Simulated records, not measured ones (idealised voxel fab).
Name of the process module below: voxel capacitor over wiring
The cross-section shown here is cut; it is 190 nm wide and divided into square cells measuring 5 nm on a side.
In what follows, cross-sections appear as grids of square cells, described through bands that run from the top down, where every band is one or more rows of cells.
Look at the band entry: it leads with the top's height and the bottom's height in nm. Then it lists the materials left to right, with a width in nm for each. The word "edge to edge" on a single material says that material fills the band edge to edge. The word "empty" is empty space.
Height reference: 0 = level under which incoming wafer is all one material. Lowest band: no bottom, runs on downward, e.g. "0 and below".
It should be noted that a width expressed as "30..40" varies in equal increments from row to row of cells within the band, taking the value of the first number at the top row and that of the second number at the bottom row.
No cell of the cross-section changed in a step that is given as "nothing altered".
Closed empty spaces (no open way to the top) of 8 cells or more are what "Closed void entries" lists, each as width x height at distance from the left edge, nm for all three.
after a step's settings: what the simulator itself notes on the step
What "overlay nm" on a step's line means: if the step has a mask, that mask lay this far to the right of its planned place, or, when the value is negative, to the left.
What follows is a series of pairs. Each pair shows a cross-section before one process step and the cross-section after it, and the after view is drawn only down to the lowest band that changed. Beneath each pair is the step that lies between the two, with its settings. Pairs may come from different runs of this module on the same starting wafer, so a pair continues from the one above it only where its entry headed "Cross-section, before" says so.

**Cross-section, before**
- 70 down to 65  HfO2: 50; empty: 15; HfO2: 125
- 65 down to 60  TiN: 50; empty: 15; TiN: 125
- 60 down to 55  TiN: 50; HfO2: 15; TiN: 125
- 55 down to 45  SiO2: 50; TiN: 15; SiO2: 125
- 45 down to 40  SiO2 edge to edge
- 40 down to 15  SiO2: 45; Ru: 20; SiO2: 55; Ru: 20; SiO2: 50
- 15 down to 10  SiO2: 45; TiN: 20; SiO2: 55; TiN: 20; SiO2: 50
- 10 down to 0  SiO2 edge to edge
- 0 and below  Si edge to edge
- Closed void entries: none

**Result of Step**
- 80 down to 70  TiN: 50; empty: 15; TiN: 125
- 70 down to 65  HfO2: 50; TiN: 15; HfO2: 125
- 65 down to 60  TiN edge to edge
- Below 60, the layers are the same as they were.
- Closed void entries: none
The two cross-sections above are separated by a single process step, namely op DIRECTIONAL_DEP | material TiN | thk nm 10

Cross-section, before: unchanged from the after cross-section in the pair immediately above; refer to that figure.

**Result of Step**
- 100 down to 80  empty: 50; resist: 60; empty: 80
- 80 down to 70  TiN: 50; resist: 15; TiN: 125
- Below 70, the layers are the same as they were.
- Closed void entries: none
The two cross-sections above are separated by a single process step, namely op PATTERN | tone cover | mask id UPPER_PLATE | material resist | width nm 60 | thk nm 20 | overlay nm 0

Cross-section, before: unchanged from the after cross-section in the pair immediately above; refer to that figure.

**Result of Step**
- 100 down to 80  empty: 50; resist: 60; empty: 80
- 80 down to 70  empty: 50; resist: 15; TiN: 45; empty: 80
- Below 70, the layers are the same as they were.
- Closed void entries: none
The two cross-sections above are separated by a single process step, namely op DIRECTIONAL_ETCH | etch materials TiN | depth nm 10

Cross-section, before: unchanged from the after cross-section in the pair immediately above; refer to that figure.

**Result of Step**
- 100 down to 80  empty: 50; resist: 60; empty: 80
- 80 down to 70  empty: 50; resist: 15; TiN: 45; empty: 80
- 70 down to 65  empty: 50; TiN: 15; HfO2: 45; empty: 80
- Below 65, the layers are the same as they were.
- Closed void entries: none
The two cross-sections above are separated by a single process step, namely op DIRECTIONAL_ETCH | etch materials HfO2 | depth nm 5

Cross-section, before: unchanged from the after cross-section in the pair immediately above; refer to that figure.

**Result of Step**
- 80 down to 70  empty: 65; TiN: 45; empty: 80
- Below 70, the layers are the same as they were.
- Closed void entries: none
The two cross-sections above are separated by a single process step, namely op STRIP | etch materials resist

Cross-section, before: unchanged from the after cross-section in the pair immediately above; refer to that figure.

**Result of Step**
- 90 down to 80  empty: 65; aC: 45; empty: 80
- 80 down to 75  empty: 50; aC: 15; TiN: 45; empty: 80
- 75 down to 70  aC: 65; TiN: 45; aC: 80
- 70 down to 65  aC: 50; TiN: 15; HfO2: 45; aC: 80
- Below 65, the layers are the same as they were.
- Closed void entries: none
The two cross-sections above are separated by a single process step, namely op DIRECTIONAL_DEP | material aC | thk nm 10

Cross-section, before: unchanged from the after cross-section in the pair immediately above; refer to that figure.

**Result of Step**
- 120 down to 90  empty: 45; resist: 70; empty: 75
- 90 down to 80  empty: 45; resist: 20; aC: 45; resist: 5; empty: 75
- 80 down to 75  empty: 45; resist: 5; aC: 15; TiN: 45; resist: 5; empty: 75
- Below 75, the layers are the same as they were.
- Closed void entries: none
The two cross-sections above are separated by a single process step, namely op PATTERN | tone cover | mask id LOWER_PLATE | material resist | width nm 70 | thk nm 30 | overlay nm 0

Cross-section, before: unchanged from the after cross-section in the pair immediately above; refer to that figure.

**Result of Step**
- 110 down to 90  empty: 45; resist: 70; empty: 75
- 90 down to 80  empty: 45; resist: 20; aC: 45; resist: 5; empty: 75
- 80 down to 75  empty: 45; resist: 5; aC: 15; TiN: 45; resist: 5; empty: 75
- 75 down to 70  empty: 45; aC: 20; TiN: 45; aC: 5; empty: 75
- 70 down to 65  empty: 45; aC: 5; TiN: 15; HfO2: 45; aC: 5; empty: 75
- Below 65, the layers are the same as they were.
- Closed void entries: none
The two cross-sections above are separated by a single process step, namely op DIRECTIONAL_ETCH | etch materials aC | depth nm 10

Cross-section, before: unchanged from the after cross-section in the pair immediately above; refer to that figure.

**Result of Step**
- 90 down to 80  empty: 65; aC: 45; empty: 80
- 80 down to 75  empty: 50; aC: 15; TiN: 45; empty: 80
- Below 75, the layers are the same as they were.
- Closed void entries: none
The two cross-sections above are separated by a single process step, namely op STRIP | etch materials resist

Cross-section, before: unchanged from the after cross-section in the pair immediately above; refer to that figure.

**Result of Step**
- 90 down to 80  empty: 65; aC: 45; empty: 80
- 80 down to 75  empty: 50; aC: 15; TiN: 45; empty: 80
- 75 down to 70  empty: 45; aC: 20; TiN: 45; aC: 5; empty: 75
- 70 down to 65  empty: 45; aC: 5; TiN: 15; HfO2: 45; aC: 5; empty: 75
- 65 down to 60  empty: 45; TiN: 70; empty: 75
- 60 down to 55  empty: 45; TiN: 5; HfO2: 15; TiN: 50; empty: 75
- Below 55, the layers are the same as they were.
- Closed void entries: none
The two cross-sections above are separated by a single process step, namely op DIRECTIONAL_ETCH | etch materials TiN | depth nm 10

Cross-section, before: unchanged from the after cross-section in the pair immediately above; refer to that figure.

**Result of Step**
- 80 down to 70  empty: 65; TiN: 45; empty: 80
- 70 down to 65  empty: 50; TiN: 15; HfO2: 45; empty: 80
- Below 65, the layers are the same as they were.
- Closed void entries: none
The two cross-sections above are separated by a single process step, namely op STRIP | etch materials aC

Cross-section, before: unchanged from the after cross-section in the pair immediately above; refer to that figure.

**Result of Step**
- 95 down to 80  SiO2 edge to edge
- 80 down to 70  SiO2: 65; TiN: 45; SiO2: 80
- 70 down to 65  SiO2: 50; TiN: 15; HfO2: 45; SiO2: 80
- 65 down to 60  SiO2: 45; TiN: 70; SiO2: 75
- 60 down to 55  SiO2: 45; TiN: 5; HfO2: 15; TiN: 50; SiO2: 75
- Below 55, the layers are the same as they were.
- Closed void entries: none
The two cross-sections above are separated by a single process step, namely op FILL_DEP | material SiO2 | thk nm 15

Cross-section, before: unchanged from the after cross-section in the pair immediately above; refer to that figure.

**Result of Step**
- 90 down to 80  SiO2 edge to edge
- Below 80, the layers are the same as they were.
- Closed void entries: none
The two cross-sections above are separated by a single process step, namely op CMP | height nm 90

Cross-section, before: unchanged from the after cross-section in the pair immediately above; refer to that figure.

**Result of Step**
- 90 down to 80  SiO2: 60; empty: 15; SiO2: 115
- Below 80, the layers are the same as they were.
- Closed void entries: none
The two cross-sections above are separated by a single process step, namely op MASKED_ETCH | tone open | mask id PLUG_2 | width nm 15 | etch materials SiO2 | depth nm 10 | overlay nm 0

Cross-section, before: unchanged from the after cross-section in the pair immediately above; refer to that figure.

**Result of Step**
- 95 down to 90  TiN: 65; empty: 5; TiN: 120
- 90 down to 85  SiO2: 60; TiN: 5; empty: 5; TiN: 5; SiO2: 115
- 85 down to 80  SiO2: 60; TiN: 15; SiO2: 115
- Below 80, the layers are the same as they were.
- Closed void entries: none
The two cross-sections above are separated by a single process step, namely op CONFORMAL_DEP | material TiN | thk nm 5

Cross-section, before: unchanged from the after cross-section in the pair immediately above; refer to that figure.

**Result of Step**
- 100 down to 95  W edge to edge
- 95 down to 90  TiN: 65; W: 5; TiN: 120
- 90 down to 85  SiO2: 60; TiN: 5; W: 5; TiN: 5; SiO2: 115
- Below 85, the layers are the same as they were.
- Closed void entries: none
The two cross-sections above are separated by a single process step, namely op FILL_DEP | material W | thk nm 5

Cross-section, before: unchanged from the after cross-section in the pair immediately above; refer to that figure.

**Result of Step**
- 90 down to 85  SiO2: 60; TiN: 5; W: 5; TiN: 5; SiO2: 115
- Below 85, the layers are the same as they were.
- Closed void entries: none
The two cross-sections above are separated by a single process step, namely op CMP | height nm 90

Cross-section, before: unchanged from the after cross-section in the pair immediately above; refer to that figure.

**Result of Step**
- 95 down to 90  SiCN edge to edge
- Below 90, the layers are the same as they were.
- Closed void entries: none
The two cross-sections above are separated by a single process step, namely op CONFORMAL_DEP | material SiCN | thk nm 5

**Cross-section, before**
- 40 down to 15  Ru edge to edge
- 15 down to 10  TiN edge to edge
- 10 down to 0  SiO2 edge to edge
- 0 and below  Si edge to edge
- Closed void entries: none

**Result of Step**
- 55 down to 40  resist: 45; empty: 20; resist: 55; empty: 20; resist: 50
- Below 40, the layers are the same as they were.
- Closed void entries: none
The two cross-sections above are separated by a single process step, namely op PATTERN | tone open | mask id METAL_1 | material resist | width nm 20 | pitch nm 75 | thk nm 15 | overlay nm 0

Cross-section, before: unchanged from the after cross-section in the pair immediately above; refer to that figure.

**Result of Step**
- 55 down to 40  resist: 45; empty: 20; resist: 55; empty: 20; resist: 50
- 40 down to 15  Ru: 45; empty: 20; Ru: 55; empty: 20; Ru: 50
- Below 15, the layers are the same as they were.
- Closed void entries: none
The two cross-sections above are separated by a single process step, namely op DIRECTIONAL_ETCH | etch materials Ru | depth nm 25

Cross-section, before: unchanged from the after cross-section in the pair immediately above; refer to that figure.

**Result of Step**
- 55 down to 40  resist: 45; empty: 20; resist: 55; empty: 20; resist: 50
- 40 down to 15  Ru: 45; empty: 20; Ru: 55; empty: 20; Ru: 50
- 15 down to 10  TiN: 45; empty: 20; TiN: 55; empty: 20; TiN: 50
- Below 10, the layers are the same as they were.
- Closed void entries: none
The two cross-sections above are separated by a single process step, namely op DIRECTIONAL_ETCH | etch materials TiN | depth nm 5

Cross-section, before: unchanged from the after cross-section in the pair immediately above; refer to that figure.

**Result of Step**
- 40 down to 15  Ru: 45; empty: 20; Ru: 55; empty: 20; Ru: 50
- Below 15, the layers are the same as they were.
- Closed void entries: none
The two cross-sections above are separated by a single process step, namely op STRIP | etch materials resist

Cross-section, before: unchanged from the after cross-section in the pair immediately above; refer to that figure.

**Result of Step**
- 50 down to 40  SiO2 edge to edge
- 40 down to 15  Ru: 45; SiO2: 20; Ru: 55; SiO2: 20; Ru: 50
- 15 down to 10  TiN: 45; SiO2: 20; TiN: 55; SiO2: 20; TiN: 50
- Below 10, the layers are the same as they were.
- Closed void entries: none
The two cross-sections above are separated by a single process step, namely op FILL_DEP | material SiO2 | thk nm 10

Cross-section, before: unchanged from the after cross-section in the pair immediately above; refer to that figure.

**Result of Step**
- 40 down to 15  Ru: 45; SiO2: 20; Ru: 55; SiO2: 20; Ru: 50
- Below 15, the layers are the same as they were.
- Closed void entries: none
The two cross-sections above are separated by a single process step, namely op CMP | height nm 40

Cross-section, before: unchanged from the after cross-section in the pair immediately above; refer to that figure.

**Result of Step**
- 45 down to 40  SiCN edge to edge
- Below 40, the layers are the same as they were.
- Closed void entries: none
The two cross-sections above are separated by a single process step, namely op CONFORMAL_DEP | material SiCN | thk nm 5

Cross-section, before: unchanged from the after cross-section in the pair immediately above; refer to that figure.

**Result of Step**
- 55 down to 45  SiO2 edge to edge
- Below 45, the layers are the same as they were.
- Closed void entries: none
The two cross-sections above are separated by a single process step, namely op DIRECTIONAL_DEP | material SiO2 | thk nm 10

Cross-section, before: unchanged from the after cross-section in the pair immediately above; refer to that figure.

**Result of Step**
- 75 down to 55  resist: 50; empty: 15; resist: 125
- Below 55, the layers are the same as they were.
- Closed void entries: none
The two cross-sections above are separated by a single process step, namely op PATTERN | tone open | mask id PLUG_1 | material resist | width nm 15 | thk nm 20 | overlay nm 0

Cross-section, before: unchanged from the after cross-section in the pair immediately above; refer to that figure.

**Result of Step**
- 75 down to 55  resist: 50; empty: 15; resist: 125
- 55 down to 45  SiO2: 50; empty: 15; SiO2: 125
- Below 45, the layers are the same as they were.
- Closed void entries: none
The two cross-sections above are separated by a single process step, namely op DIRECTIONAL_ETCH | etch materials SiO2 | depth nm 10

Cross-section, before: unchanged from the after cross-section in the pair immediately above; refer to that figure.

**Result of Step**
- 75 down to 55  resist: 50; empty: 15; resist: 125
- 55 down to 45  SiO2: 50; empty: 15; SiO2: 125
- 45 down to 40  SiCN: 50; empty: 15; SiCN: 125
- Below 40, the layers are the same as they were.
- Closed void entries: none
The two cross-sections above are separated by a single process step, namely op DIRECTIONAL_ETCH | etch materials SiCN | depth nm 5

Cross-section, before: unchanged from the after cross-section in the pair immediately above; refer to that figure.

**Result of Step**
- 55 down to 45  SiO2: 50; empty: 15; SiO2: 125
- Below 45, the layers are the same as they were.
- Closed void entries: none
The two cross-sections above are separated by a single process step, namely op STRIP | etch materials resist

Cross-section, before: unchanged from the after cross-section in the pair immediately above; refer to that figure.

**Result of Step**
- 65 down to 55  TiN: 50; empty: 15; TiN: 125
- 55 down to 50  SiO2: 50; empty: 15; SiO2: 125
- 50 down to 45  SiO2: 50; TiN: 15; SiO2: 125
- 45 down to 40  SiCN: 50; TiN: 15; SiCN: 125
- Below 40, the layers are the same as they were.
- Closed void entries: none
The two cross-sections above are separated by a single process step, namely op DIRECTIONAL_DEP | material TiN | thk nm 10

Cross-section, before: unchanged from the after cross-section in the pair immediately above; refer to that figure.

**Result of Step**
- 70 down to 65  HfO2: 50; empty: 15; HfO2: 125
- 65 down to 55  TiN: 50; empty: 15; TiN: 125
- 55 down to 50  SiO2: 50; HfO2: 15; SiO2: 125
- Below 50, the layers are the same as they were.
- Closed void entries: none
The two cross-sections above are separated by a single process step, namely op DIRECTIONAL_DEP | material HfO2 | thk nm 5

Cross-section, before: unchanged from the after cross-section in the pair immediately above; refer to that figure.

**Result of Step**
- 80 down to 70  TiN: 50; empty: 15; TiN: 125
- 70 down to 65  HfO2: 50; empty: 15; HfO2: 125
- 65 down to 55  TiN edge to edge
- Below 55, the layers are the same as they were.
- Closed void entries: none
The two cross-sections above are separated by a single process step, namely op DIRECTIONAL_DEP | material TiN | thk nm 10

Cross-section, before: unchanged from the after cross-section in the pair immediately above; refer to that figure.

**Result of Step**
- 100 down to 80  empty: 50; resist: 60; empty: 80
- 80 down to 70  TiN: 50; resist: 15; TiN: 125
- 70 down to 65  HfO2: 50; resist: 15; HfO2: 125
- Below 65, the layers are the same as they were.
- Closed void entries: none
The two cross-sections above are separated by a single process step, namely op PATTERN | tone cover | mask id UPPER_PLATE | material resist | width nm 60 | thk nm 20 | overlay nm 0

Cross-section, before: unchanged from the after cross-section in the pair immediately above; refer to that figure.

**Result of Step**
- 100 down to 80  empty: 50; resist: 60; empty: 80
- 80 down to 70  empty: 50; resist: 15; TiN: 45; empty: 80
- Below 70, the layers are the same as they were.
- Closed void entries: none
The two cross-sections above are separated by a single process step, namely op DIRECTIONAL_ETCH | etch materials TiN | depth nm 10

Cross-section, before: unchanged from the after cross-section in the pair immediately above; refer to that figure.

**Result of Step**
- 100 down to 80  empty: 50; resist: 60; empty: 80
- 80 down to 70  empty: 50; resist: 15; TiN: 45; empty: 80
- 70 down to 65  empty: 50; resist: 15; HfO2: 45; empty: 80
- Below 65, the layers are the same as they were.
- Closed void entries: none
The two cross-sections above are separated by a single process step, namely op DIRECTIONAL_ETCH | etch materials HfO2 | depth nm 5

Cross-section, before: unchanged from the after cross-section in the pair immediately above; refer to that figure.

**Result of Step**
- 80 down to 70  empty: 65; TiN: 45; empty: 80
- 70 down to 65  empty: 65; HfO2: 45; empty: 80
- Below 65, the layers are the same as they were.
- Closed void entries: none
The two cross-sections above are separated by a single process step, namely op STRIP | etch materials resist

Cross-section, before: unchanged from the after cross-section in the pair immediately above; refer to that figure.

**Result of Step**
- 90 down to 80  empty: 65; aC: 45; empty: 80
- 80 down to 75  empty: 65; TiN: 45; empty: 80
- 75 down to 70  aC: 65; TiN: 45; aC: 80
- 70 down to 65  aC: 65; HfO2: 45; aC: 80
- Below 65, the layers are the same as they were.
- Closed void entries: none
The two cross-sections above are separated by a single process step, namely op DIRECTIONAL_DEP | material aC | thk nm 10

Cross-section, before: unchanged from the after cross-section in the pair immediately above; refer to that figure.

**Result of Step**
- 120 down to 90  empty: 45; resist: 70; empty: 75
- 90 down to 80  empty: 45; resist: 20; aC: 45; resist: 5; empty: 75
- 80 down to 75  empty: 45; resist: 20; TiN: 45; resist: 5; empty: 75
- Below 75, the layers are the same as they were.
- Closed void entries: none
The two cross-sections above are separated by a single process step, namely op PATTERN | tone cover | mask id LOWER_PLATE | material resist | width nm 70 | thk nm 30 | overlay nm 0

Cross-section, before: unchanged from the after cross-section in the pair immediately above; refer to that figure.

**Result of Step**
- 110 down to 90  empty: 45; resist: 70; empty: 75
- 90 down to 80  empty: 45; resist: 20; aC: 45; resist: 5; empty: 75
- 80 down to 75  empty: 45; resist: 20; TiN: 45; resist: 5; empty: 75
- 75 down to 70  empty: 45; aC: 20; TiN: 45; aC: 5; empty: 75
- 70 down to 65  empty: 45; aC: 20; HfO2: 45; aC: 5; empty: 75
- Below 65, the layers are the same as they were.
- Closed void entries: none
The two cross-sections above are separated by a single process step, namely op DIRECTIONAL_ETCH | etch materials aC | depth nm 10

Cross-section, before: unchanged from the after cross-section in the pair immediately above; refer to that figure.

**Result of Step**
- 90 down to 80  empty: 65; aC: 45; empty: 80
- 80 down to 75  empty: 65; TiN: 45; empty: 80
- Below 75, the layers are the same as they were.
- Closed void entries: none
The two cross-sections above are separated by a single process step, namely op STRIP | etch materials resist

Cross-section, before: unchanged from the after cross-section in the pair immediately above; refer to that figure.

**Result of Step**
- 90 down to 80  empty: 65; aC: 45; empty: 80
- 80 down to 75  empty: 65; TiN: 45; empty: 80
- 75 down to 70  empty: 45; aC: 20; TiN: 45; aC: 5; empty: 75
- 70 down to 65  empty: 45; aC: 20; HfO2: 45; aC: 5; empty: 75
- 65 down to 55  empty: 45; TiN: 70; empty: 75
- Below 55, the layers are the same as they were.
- Closed void entries: none
The two cross-sections above are separated by a single process step, namely op DIRECTIONAL_ETCH | etch materials TiN | depth nm 10

Cross-section, before: unchanged from the after cross-section in the pair immediately above; refer to that figure.

**Result of Step**
- 80 down to 70  empty: 65; TiN: 45; empty: 80
- 70 down to 65  empty: 65; HfO2: 45; empty: 80
- Below 65, the layers are the same as they were.
- Closed void entries: none
The two cross-sections above are separated by a single process step, namely op STRIP | etch materials aC

Cross-section, before: unchanged from the after cross-section in the pair immediately above; refer to that figure.

**Result of Step**
- 95 down to 80  SiO2 edge to edge
- 80 down to 70  SiO2: 65; TiN: 45; SiO2: 80
- 70 down to 65  SiO2: 65; HfO2: 45; SiO2: 80
- 65 down to 55  SiO2: 45; TiN: 70; SiO2: 75
- Below 55, the layers are the same as they were.
- Closed void entries: none
The two cross-sections above are separated by a single process step, namely op FILL_DEP | material SiO2 | thk nm 15

Cross-section, before: unchanged from the after cross-section in the pair immediately above; refer to that figure.

**Result of Step**
- 90 down to 80  SiO2 edge to edge
- Below 80, the layers are the same as they were.
- Closed void entries: none
The two cross-sections above are separated by a single process step, namely op CMP | height nm 90

Cross-section, before: unchanged from the after cross-section in the pair immediately above; refer to that figure.

**Result of Step**
- 90 down to 80  SiO2: 60; empty: 15; SiO2: 115
- Below 80, the layers are the same as they were.
- Closed void entries: none
The two cross-sections above are separated by a single process step, namely op MASKED_ETCH | tone open | mask id PLUG_2 | width nm 15 | etch materials SiO2 | depth nm 10 | overlay nm 0

Cross-section, before: unchanged from the after cross-section in the pair immediately above; refer to that figure.

**Result of Step**
- 95 down to 90  TiN: 65; empty: 5; TiN: 120
- 90 down to 85  SiO2: 60; TiN: 5; empty: 5; TiN: 5; SiO2: 115
- 85 down to 80  SiO2: 60; TiN: 15; SiO2: 115
- Below 80, the layers are the same as they were.
- Closed void entries: none
The two cross-sections above are separated by a single process step, namely op CONFORMAL_DEP | material TiN | thk nm 5

Cross-section, before: unchanged from the after cross-section in the pair immediately above; refer to that figure.

**Result of Step**
- 100 down to 95  W edge to edge
- 95 down to 90  TiN: 65; W: 5; TiN: 120
- 90 down to 85  SiO2: 60; TiN: 5; W: 5; TiN: 5; SiO2: 115
- Below 85, the layers are the same as they were.
- Closed void entries: none
The two cross-sections above are separated by a single process step, namely op FILL_DEP | material W | thk nm 5

Cross-section, before: unchanged from the after cross-section in the pair immediately above; refer to that figure.

**Result of Step**
- 90 down to 85  SiO2: 60; TiN: 5; W: 5; TiN: 5; SiO2: 115
- Below 85, the layers are the same as they were.
- Closed void entries: none
The two cross-sections above are separated by a single process step, namely op CMP | height nm 90

Cross-section, before: unchanged from the after cross-section in the pair immediately above; refer to that figure.

**Result of Step**
- 95 down to 90  SiCN edge to edge
- Below 90, the layers are the same as they were.
- Closed void entries: none
The two cross-sections above are separated by a single process step, namely op CONFORMAL_DEP | material SiCN | thk nm 5
